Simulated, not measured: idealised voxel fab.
Presented below is a process module, voxel capacitor over wiring.
Cross-section cut spans 230 nm and uses square cells 5 nm in size.
In this document a cross-section is written as a grid of square cells. It is given as a series of bands, listed from the top down, and a band is one or more rows of cells. First you get the band's top height and its bottom height, in nm, and then the materials it's made of, left to right, with each width in nm. If you see a single material with "everywhere", that one covers the band edge to edge. "air" is empty space. Ref level 0: as-received wafer is one material below here. Bottom band extends down with no lower bound ("from 0 down"). A width given as "30 to 40" starts at the first number in the band's top row and ends at the second number in its bottom row, shifting by an equal amount at every step from row to row. No cell of the cross-section changed in a step that is given as "no modifications". "Closed cavities" contains a list of empty spaces, each no smaller than 8 cells and without an open way to the top, written in the form width x height at distance with the distance from the left edge and all three in nm. after a step's settings: what the simulator itself notes on the step. When a step includes a mask, the "overlay nm" setting on its line states how far to the right of its planned place that mask lay, and negative values state how far to the left.
Steps planned for the process
1: RECEIVE [material Si]
2: CONFORMAL_DEP [material SiO2] [thk nm 15]
3: DIRECTIONAL_DEP [material TiN] [thk nm 5]
4: DIRECTIONAL_DEP [material Ru] [thk nm 20]
5: PATTERN [tone cover] [mask id METAL_1] [material resist] [width nm 30] [pitch nm 80] [thk nm 20] [overlay nm 0]
6: DIRECTIONAL_ETCH [etch materials Ru] [depth nm 20]
7: DIRECTIONAL_ETCH [etch materials TiN] [depth nm 5]
8: STRIP [etch materials resist]
9: CONFORMAL_DEP [material SiN] [thk nm 5]
10: FILL_DEP [material lowk] [thk nm 10]
11: CMP [height nm 40]
12: CONFORMAL_DEP [material SiCN] [thk nm 5]
13: DIRECTIONAL_DEP [material lowk] [thk nm 15]
14: MASKED_ETCH [tone open] [mask id PLUG_1] [width nm 15] [etch materials lowk] [depth nm 15] [overlay nm 0]
15: MASKED_ETCH [tone open] [mask id PLUG_1] [width nm 15] [etch materials SiCN] [depth nm 5] [overlay nm 0]
16: CONFORMAL_DEP [material TiN] [thk nm 5]
17: FILL_DEP [material W] [thk nm 5]
18: CMP [height nm 60]
19: DIRECTIONAL_DEP [material TiN] [thk nm 5]
20: DIRECTIONAL_DEP [material HfO2] [thk nm 5]
21: DIRECTIONAL_DEP [material TiN] [thk nm 5]
22: PATTERN [tone cover] [mask id UPPER_PLATE] [material resist] [width nm 55] [thk nm 20] [overlay nm 0]
23: DIRECTIONAL_ETCH [etch materials TiN] [depth nm 5]
24: DIRECTIONAL_ETCH [etch materials HfO2] [depth nm 5]
25: STRIP [etch materials resist]
26: DIRECTIONAL_DEP [material aC] [thk nm 15]
27: PATTERN [tone cover] [mask id LOWER_PLATE] [material resist] [width nm 65] [thk nm 30] [overlay nm 0]
28: DIRECTIONAL_ETCH [etch materials aC] [depth nm 15]
29: STRIP [etch materials resist]
30: DIRECTIONAL_ETCH [etch materials TiN] [depth nm 5]
31: STRIP [etch materials aC]
32: FILL_DEP [material SiO2] [thk nm 15]
33: CMP [height nm 85]
34: DIRECTIONAL_DEP [material aC] [thk nm 10]
35: PATTERN [tone open] [mask id PLUG_2] [material resist] [width nm 15] [thk nm 30] [overlay nm 0]
36: DIRECTIONAL_ETCH [etch materials aC] [depth nm 10]
37: STRIP [etch materials resist]
38: DIRECTIONAL_ETCH [etch materials SiO2] [depth nm 10]
39: STRIP [etch materials aC]
40: CONFORMAL_DEP [material TiN] [thk nm 5]
41: FILL_DEP [material W] [thk nm 10]
42: CMP [height nm 85]
43: CONFORMAL_DEP [material SiCN] [thk nm 5]
Shown in cross-section is the wafer as received, that is, as it stands after step 1
  from 0 down: Si everywhere
  Closed cavities: none
End-of-module cross-section of the first of two wafers, processed as planned
  from 90 to 85: SiCN everywhere
  from 85 to 80: SiO2 (85), TiN (5), W (5), TiN (5), SiO2 (130)
  from 80 to 70: SiO2 (85 to 75), TiN (15 to 55), SiO2 (130 to 100)
  from 70 to 65: SiO2 (75), HfO2 (55), SiO2 (100)
  from 65 to 60: SiO2 (70), TiN (65), SiO2 (95)
  from 60 to 45: lowk (75), TiN (5), W (5), TiN (5), lowk (140)
  from 45 to 40: SiCN (75), TiN (15), SiCN (140)
  from 40 to 20: lowk (55), SiN (5), Ru (30), SiN (5), lowk (40), SiN (5), Ru (30), SiN (5), lowk (55)
  from 20 to 15: SiN (60), TiN (30), SiN (50), TiN (30), SiN (60)
  from 15 to 0: SiO2 everywhere
  from 0 down: Si everywhere
  Closed cavities: none
Wafer two, end of module, cross-section. Same start, same plan as wafer one. One mistake in the run
  from 90 to 85: SiCN everywhere
  from 85 to 80: SiO2 (85), TiN (5), W (5), TiN (5), SiO2 (130)
  from 80 to 70: SiO2 (85 to 75), TiN (15 to 55), SiO2 (130 to 100)
  from 70 to 65: SiO2 (75), HfO2 (55), SiO2 (100)
  from 65 to 60: SiO2 (70), TiN (65), SiO2 (95)
  from 60 to 45: lowk (75), TiN (5), W (5), TiN (5), lowk (140)
  from 45 to 40: SiCN (75), TiN (15), SiCN (140)
  from 40 to 35: lowk (55), SiN (5), Ru (30), SiN (5), lowk (40), SiN (5), Ru (30), SiN (5), lowk (55)
  from 35 to 30: SiN (60), TiN (30), SiN (50), TiN (30), SiN (60)
  from 30 to 0: SiO2 everywhere
  from 0 down: Si everywhere
  Closed cavities: none
Against the plan, the run slipped here: regarding the plan, step 2 was run twice
Upon completion, the second wafer contains, in terms of cells, a greater or smaller amount of certain materials than the first wafer: Ru -36, SiN -12, SiO2 +138, lowk -90
